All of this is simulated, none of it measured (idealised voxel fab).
process module | voxel plated lines
cross-section cut | 165 nm wide | cells 5 nm
A cross-section is a grid of square cells, given in bands from the top down. A band is one or more rows of cells.
Each band's line starts with the height of the band's top and of its bottom, in nm. Then come its materials from left to right, each with its width in nm. One material with "throughout" fills the band from edge to edge. "air" is empty space.
Height 0 is the level under which the wafer as received is all one material. The lowest band goes on downwards, as in "0 down".
A width such as "30 to 40" changes by the same amount from each row of cells to the next, from the band's top row to its bottom row.
"no change" after a step means that no cell of the cross-section changed.
closed voids: empty space of 8 cells or more with no open way to the top, each as width x height at its distance from the left edge, in nm
after a step's settings: what the simulator itself notes on the step
overlay nm, on a step with a mask: how far to the right of its planned place the mask lay; to the left if negative
plan
1 op RECEIVE | material Si
2 op CONFORMAL_DEP | material Al2O3 | thk nm 10
3 op DIRECTIONAL_DEP | material TiN | thk nm 5
4 op PATTERN | tone open | mask id LINES | material resist | width nm 15 | pitch nm 40 | thk nm 35 | overlay nm 0
5 op EPI | material Ru | thk nm 5
6 op EPI | material Ru | thk nm 10
7 op EPI | material Ru | thk nm 10
8 op STRIP | etch materials resist
9 op DIRECTIONAL_ETCH | etch materials TiN | depth nm 5
10 op CONFORMAL_DEP | material SiO2 | thk nm 10
first wafer, as planned
as received, after step 1
  0 down: Si throughout
  closed voids: none
after step 2
  10 to 0: Al2O3 throughout
  below 0: unchanged
after step 3
  15 to 10: TiN throughout
  below 10: unchanged
after step 4
  50 to 15: resist 35 | air 15 | resist 25 | air 15 | resist 25 | air 15 | resist 35
  below 15: unchanged
after step 5
  50 to 20: resist 35 | air 15 | resist 25 | air 15 | resist 25 | air 15 | resist 35
  20 to 15: resist 35 | Ru 15 | resist 25 | Ru 15 | resist 25 | Ru 15 | resist 35
  below 15: unchanged
after step 6
  50 to 30: resist 35 | air 15 | resist 25 | air 15 | resist 25 | air 15 | resist 35
  30 to 15: resist 35 | Ru 15 | resist 25 | Ru 15 | resist 25 | Ru 15 | resist 35
  below 15: unchanged
after step 7
  50 to 40: resist 35 | air 15 | resist 25 | air 15 | resist 25 | air 15 | resist 35
  40 to 15: resist 35 | Ru 15 | resist 25 | Ru 15 | resist 25 | Ru 15 | resist 35
  below 15: unchanged
after step 8
  40 to 15: air 35 | Ru 15 | air 25 | Ru 15 | air 25 | Ru 15 | air 35
  below 15: unchanged
after step 9
  40 to 15: air 35 | Ru 15 | air 25 | Ru 15 | air 25 | Ru 15 | air 35
  15 to 10: air 35 | TiN 15 | air 25 | TiN 15 | air 25 | TiN 15 | air 35
  below 10: unchanged
after step 10
  50 to 40: air 25 | SiO2 35 | air 5 | SiO2 35 | air 5 | SiO2 35 | air 25
  40 to 20: air 25 | SiO2 10 | Ru 15 | SiO2 10 | air 5 | SiO2 10 | Ru 15 | SiO2 10 | air 5 | SiO2 10 | Ru 15 | SiO2 10 | air 25
  20 to 15: SiO2 35 | Ru 15 | SiO2 25 | Ru 15 | SiO2 25 | Ru 15 | SiO2 35
  15 to 10: SiO2 35 | TiN 15 | SiO2 25 | TiN 15 | SiO2 25 | TiN 15 | SiO2 35
  below 10: unchanged
second wafer: like start, like plan, one mistake. Through step 5 it matches the first wafer
when step 7 should have ended
  50 to 30: resist 35 | air 15 | resist 25 | air 15 | resist 25 | air 15 | resist 35
  30 to 15: resist 35 | Ru 15 | resist 25 | Ru 15 | resist 25 | Ru 15 | resist 35
  below 15: unchanged
when step 8 should have ended
  30 to 15: air 35 | Ru 15 | air 25 | Ru 15 | air 25 | Ru 15 | air 35
  below 15: unchanged
when step 9 should have ended
  30 to 15: air 35 | Ru 15 | air 25 | Ru 15 | air 25 | Ru 15 | air 35
  15 to 10: air 35 | TiN 15 | air 25 | TiN 15 | air 25 | TiN 15 | air 35
  below 10: unchanged
when step 10 should have ended
  40 to 30: air 25 | SiO2 35 | air 5 | SiO2 35 | air 5 | SiO2 35 | air 25
  30 to 20: air 25 | SiO2 10 | Ru 15 | SiO2 10 | air 5 | SiO2 10 | Ru 15 | SiO2 10 | air 5 | SiO2 10 | Ru 15 | SiO2 10 | air 25
  20 to 15: SiO2 35 | Ru 15 | SiO2 25 | Ru 15 | SiO2 25 | Ru 15 | SiO2 35
  15 to 10: SiO2 35 | TiN 15 | SiO2 25 | TiN 15 | SiO2 25 | TiN 15 | SiO2 35
  below 10: unchanged
what went wrong: one of the steps 6 and 7, which are alike, was left out
at the end the second wafer has, in cells: 18 fewer of Ru | 24 fewer of SiO2
